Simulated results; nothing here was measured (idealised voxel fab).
Process module name: voxel capacitor over wiring
Xsec cut, 180 nm wide, square cell size 5 nm.
Think of the cross-section as a grid of square cells. We describe it in bands, top to bottom, and each band covers one or more rows of those cells. Per band: top height and bottom height in nm, followed by the left-to-right materials and their widths in nm; "throughout" marks a single material spanning edge to edge, "air" marks empty space. Height datum 0, below which the as-received substrate wafer is one material. Lowest band open at the bottom, running downward: "0 down". Width "30->40": first value at the band's top row of cells, second value at its bottom row, equal change from row to row. Key: "changes: none" - step with no changed cell in the cross-section. The entry "Enclosed void list" lists the empty spaces that cover at least 8 cells and have no open path to the top. Each is written as width x height at distance, where the distance is measured from the left edge and all three values are in nm. Note: text after step settings on the step line = simulator remark on that step. When a step includes a mask, the "overlay nm" setting on its line states how far to the right of its planned place that mask lay, and negative values state how far to the left.

Planned step list for the process:
- 1: RECEIVE,material Si
- 2: CONFORMAL_DEP,material SiO2,thk nm 10
- 3: CONFORMAL_DEP,material SiN,thk nm 5
- 4: DIRECTIONAL_DEP,material lowk,thk nm 15
- 5: DIRECTIONAL_DEP,material aC,thk nm 10
- 6: PATTERN,tone open,mask id METAL_1,material resist,width nm 20,pitch nm 80,thk nm 30,overlay nm 0
- 7: DIRECTIONAL_ETCH,etch materials aC,depth nm 10
- 8: STRIP,etch materials resist
- 9: DIRECTIONAL_ETCH,etch materials lowk,depth nm 15
- 10: DIRECTIONAL_ETCH,etch materials SiN,depth nm 5
- 11: STRIP,etch materials aC
- 12: CONFORMAL_DEP,material TiN,thk nm 5
- 13: FILL_DEP,material W,thk nm 10
- 14: CMP,height nm 30
- 15: EPI,material Ru,thk nm 5
- 16: FILL_DEP,material SiCN,thk nm 5
- 17: DIRECTIONAL_DEP,material lowk,thk nm 20
- 18: MASKED_ETCH,tone open,mask id PLUG_1,width nm 15,etch materials lowk,depth nm 20,overlay nm 0
- 19: MASKED_ETCH,tone open,mask id PLUG_1,width nm 15,etch materials SiCN,depth nm 5,overlay nm 0
- 20: CONFORMAL_DEP,material TiN,thk nm 5
- 21: FILL_DEP,material Cu,thk nm 10
- 22: CMP,height nm 60
- 23: DIRECTIONAL_DEP,material TiN,thk nm 10
- 24: DIRECTIONAL_DEP,material Al2O3,thk nm 5
- 25: DIRECTIONAL_DEP,material TiN,thk nm 10
- 26: DIRECTIONAL_DEP,material aC,thk nm 10
- 27: PATTERN,tone cover,mask id UPPER_PLATE,material resist,width nm 65,thk nm 30,overlay nm 0
- 28: DIRECTIONAL_ETCH,etch materials aC,depth nm 10
- 29: STRIP,etch materials resist
- 30: DIRECTIONAL_ETCH,etch materials TiN,depth nm 10
- 31: DIRECTIONAL_ETCH,etch materials Al2O3,depth nm 5
- 32: STRIP,etch materials aC
- 33: DIRECTIONAL_DEP,material aC,thk nm 15
- 34: PATTERN,tone cover,mask id LOWER_PLATE,material resist,width nm 75,thk nm 30,overlay nm 0
- 35: DIRECTIONAL_ETCH,etch materials aC,depth nm 15
- 36: STRIP,etch materials resist
- 37: DIRECTIONAL_ETCH,etch materials TiN,depth nm 10
- 38: STRIP,etch materials aC
- 39: FILL_DEP,material SiO2,thk nm 15
- 40: CMP,height nm 95
- 41: MASKED_ETCH,tone open,mask id PLUG_2,width nm 15,etch materials SiO2,depth nm 10,overlay nm 0
- 42: CONFORMAL_DEP,material TiN,thk nm 5
- 43: FILL_DEP,material W,thk nm 10
- 44: CMP,height nm 95
- 45: CONFORMAL_DEP,material SiCN,thk nm 5

Of two wafers, the first: run according to plan:

Cross-sectional view of the wafer in its as-received condition, corresponding to the state after step 1:
* 0 down: Si throughout
* Enclosed void list: none

State of the wafer after step 2, shown in cross-section:
* 10 to 0: SiO2 throughout
* No changes below 0.

State of the wafer after step 3, shown in cross-section:
* 15 to 10: SiN throughout
* No changes below 10.

State of the wafer after step 4, shown in cross-section:
* 30 to 15: lowk throughout
* No changes below 15.

State of the wafer after step 5, shown in cross-section:
* 40 to 30: aC throughout
* No changes below 30.

State of the wafer after step 6, shown in cross-section:
* 70 to 40: resist 40 / air 20 / resist 60 / air 20 / resist 40
* No changes below 40.

State of the wafer after step 7, shown in cross-section:
* 60 to 40: resist 40 / air 20 / resist 60 / air 20 / resist 40
* 40 to 30: aC 40 / air 20 / aC 60 / air 20 / aC 40
* No changes below 30.

State of the wafer after step 8, shown in cross-section:
* 40 to 30: aC 40 / air 20 / aC 60 / air 20 / aC 40
* No changes below 30.

State of the wafer after step 9, shown in cross-section:
* 40 to 30: aC 40 / air 20 / aC 60 / air 20 / aC 40
* 30 to 15: lowk 40 / air 20 / lowk 60 / air 20 / lowk 40
* No changes below 15.

State of the wafer after step 10, shown in cross-section:
* 40 to 30: aC 40 / air 20 / aC 60 / air 20 / aC 40
* 30 to 15: lowk 40 / air 20 / lowk 60 / air 20 / lowk 40
* 15 to 10: SiN 40 / air 20 / SiN 60 / air 20 / SiN 40
* No changes below 10.

State of the wafer after step 11, shown in cross-section:
* 30 to 15: lowk 40 / air 20 / lowk 60 / air 20 / lowk 40
* No changes below 15.

State of the wafer after step 12, shown in cross-section:
* 35 to 30: TiN 45 / air 10 / TiN 70 / air 10 / TiN 45
* 30 to 15: lowk 40 / TiN 5 / air 10 / TiN 5 / lowk 60 / TiN 5 / air 10 / TiN 5 / lowk 40
* 15 to 10: SiN 40 / TiN 20 / SiN 60 / TiN 20 / SiN 40
* No changes below 10.

State of the wafer after step 13, shown in cross-section:
* 45 to 35: W throughout
* 35 to 30: TiN 45 / W 10 / TiN 70 / W 10 / TiN 45
* 30 to 15: lowk 40 / TiN 5 / W 10 / TiN 5 / lowk 60 / TiN 5 / W 10 / TiN 5 / lowk 40
* No changes below 15.

State of the wafer after step 14, shown in cross-section:
* 30 to 15: lowk 40 / TiN 5 / W 10 / TiN 5 / lowk 60 / TiN 5 / W 10 / TiN 5 / lowk 40
* No changes below 15.

State of the wafer after step 15, shown in cross-section:
* 35 to 30: air 35 / Ru 30 / air 50 / Ru 30 / air 35
* No changes below 30.

State of the wafer after step 16, shown in cross-section:
* 40 to 35: SiCN throughout
* 35 to 30: SiCN 35 / Ru 30 / SiCN 50 / Ru 30 / SiCN 35
* No changes below 30.

State of the wafer after step 17, shown in cross-section:
* 60 to 40: lowk throughout
* No changes below 40.

State of the wafer after step 18, shown in cross-section:
* 60 to 40: lowk 45 / air 15 / lowk 120
* No changes below 40.

State of the wafer after step 19, shown in cross-section:
* 60 to 40: lowk 45 / air 15 / lowk 120
* 40 to 35: SiCN 45 / air 15 / SiCN 120
* No changes below 35.

State of the wafer after step 20, shown in cross-section:
* 65 to 60: TiN 50 / air 5 / TiN 125
* 60 to 40: lowk 45 / TiN 5 / air 5 / TiN 5 / lowk 120
* 40 to 35: SiCN 45 / TiN 15 / SiCN 120
* No changes below 35.

State of the wafer after step 21, shown in cross-section:
* 75 to 65: Cu throughout
* 65 to 60: TiN 50 / Cu 5 / TiN 125
* 60 to 40: lowk 45 / TiN 5 / Cu 5 / TiN 5 / lowk 120
* No changes below 40.

State of the wafer after step 22, shown in cross-section:
* 60 to 40: lowk 45 / TiN 5 / Cu 5 / TiN 5 / lowk 120
* No changes below 40.

State of the wafer after step 23, shown in cross-section:
* 70 to 60: TiN throughout
* No changes below 60.

State of the wafer after step 24, shown in cross-section:
* 75 to 70: Al2O3 throughout
* No changes below 70.

State of the wafer after step 25, shown in cross-section:
* 85 to 75: TiN throughout
* No changes below 75.

State of the wafer after step 26, shown in cross-section:
* 95 to 85: aC throughout
* No changes below 85.

State of the wafer after step 27, shown in cross-section:
* 125 to 95: air 45 / resist 65 / air 70
* No changes below 95.

State of the wafer after step 28, shown in cross-section:
* 115 to 95: air 45 / resist 65 / air 70
* 95 to 85: air 45 / aC 65 / air 70
* No changes below 85.

State of the wafer after step 29, shown in cross-section:
* 95 to 85: air 45 / aC 65 / air 70
* No changes below 85.

State of the wafer after step 30, shown in cross-section:
* 95 to 85: air 45 / aC 65 / air 70
* 85 to 75: air 45 / TiN 65 / air 70
* No changes below 75.

State of the wafer after step 31, shown in cross-section:
* 95 to 85: air 45 / aC 65 / air 70
* 85 to 75: air 45 / TiN 65 / air 70
* 75 to 70: air 45 / Al2O3 65 / air 70
* No changes below 70.

State of the wafer after step 32, shown in cross-section:
* 85 to 75: air 45 / TiN 65 / air 70
* No changes below 75.

State of the wafer after step 33, shown in cross-section:
* 100 to 85: air 45 / aC 65 / air 70
* 85 to 75: aC 45 / TiN 65 / aC 70
* 75 to 70: aC 45 / Al2O3 65 / aC 70
* No changes below 70.

State of the wafer after step 34, shown in cross-section:
* 130 to 100: air 40 / resist 75 / air 65
* 100 to 85: air 40 / resist 5 / aC 65 / resist 5 / air 65
* No changes below 85.

State of the wafer after step 35, shown in cross-section:
* 115 to 100: air 40 / resist 75 / air 65
* 100 to 85: air 40 / resist 5 / aC 65 / resist 5 / air 65
* 85 to 75: air 40 / aC 5 / TiN 65 / aC 5 / air 65
* 75 to 70: air 40 / aC 5 / Al2O3 65 / aC 5 / air 65
* No changes below 70.

State of the wafer after step 36, shown in cross-section:
* 100 to 85: air 45 / aC 65 / air 70
* No changes below 85.

State of the wafer after step 37, shown in cross-section:
* 100 to 85: air 45 / aC 65 / air 70
* 85 to 75: air 40 / aC 5 / TiN 65 / aC 5 / air 65
* 75 to 70: air 40 / aC 5 / Al2O3 65 / aC 5 / air 65
* 70 to 60: air 40 / TiN 75 / air 65
* No changes below 60.

State of the wafer after step 38, shown in cross-section:
* 85 to 75: air 45 / TiN 65 / air 70
* 75 to 70: air 45 / Al2O3 65 / air 70
* No changes below 70.

State of the wafer after step 39, shown in cross-section:
* 100 to 85: SiO2 throughout
* 85 to 75: SiO2 45 / TiN 65 / SiO2 70
* 75 to 70: SiO2 45 / Al2O3 65 / SiO2 70
* 70 to 60: SiO2 40 / TiN 75 / SiO2 65
* No changes below 60.

State of the wafer after step 40, shown in cross-section:
* 95 to 85: SiO2 throughout
* No changes below 85.

State of the wafer after step 41, shown in cross-section:
* 95 to 85: SiO2 55 / air 15 / SiO2 110
* No changes below 85.

State of the wafer after step 42, shown in cross-section:
* 100 to 95: TiN 60 / air 5 / TiN 115
* 95 to 90: SiO2 55 / TiN 5 / air 5 / TiN 5 / SiO2 110
* 90 to 85: SiO2 55 / TiN 15 / SiO2 110
* No changes below 85.

State of the wafer after step 43, shown in cross-section:
* 110 to 100: W throughout
* 100 to 95: TiN 60 / W 5 / TiN 115
* 95 to 90: SiO2 55 / TiN 5 / W 5 / TiN 5 / SiO2 110
* No changes below 90.

State of the wafer after step 44, shown in cross-section:
* 95 to 90: SiO2 55 / TiN 5 / W 5 / TiN 5 / SiO2 110
* No changes below 90.

State of the wafer after step 45, shown in cross-section:
* 100 to 95: SiCN throughout
* No changes below 95.

The remaining wafer, second of the two, started like the first and was run to the same plan, except that one mistake was made along the way; the two coincide through step 43, inclusive:

Second wafer, section view, time point: scheduled end of step 44: changes: none

Second wafer, section view, time point: scheduled end of step 45:
* 115 to 110: SiCN throughout
* No changes below 110.
Nonconformance to the process plan: step 44 of the plan was omitted and not executed
Per the end-of-run cell counts, the second wafer holds more or fewer of some materials than the first: TiN: 35 more; W: 73 more
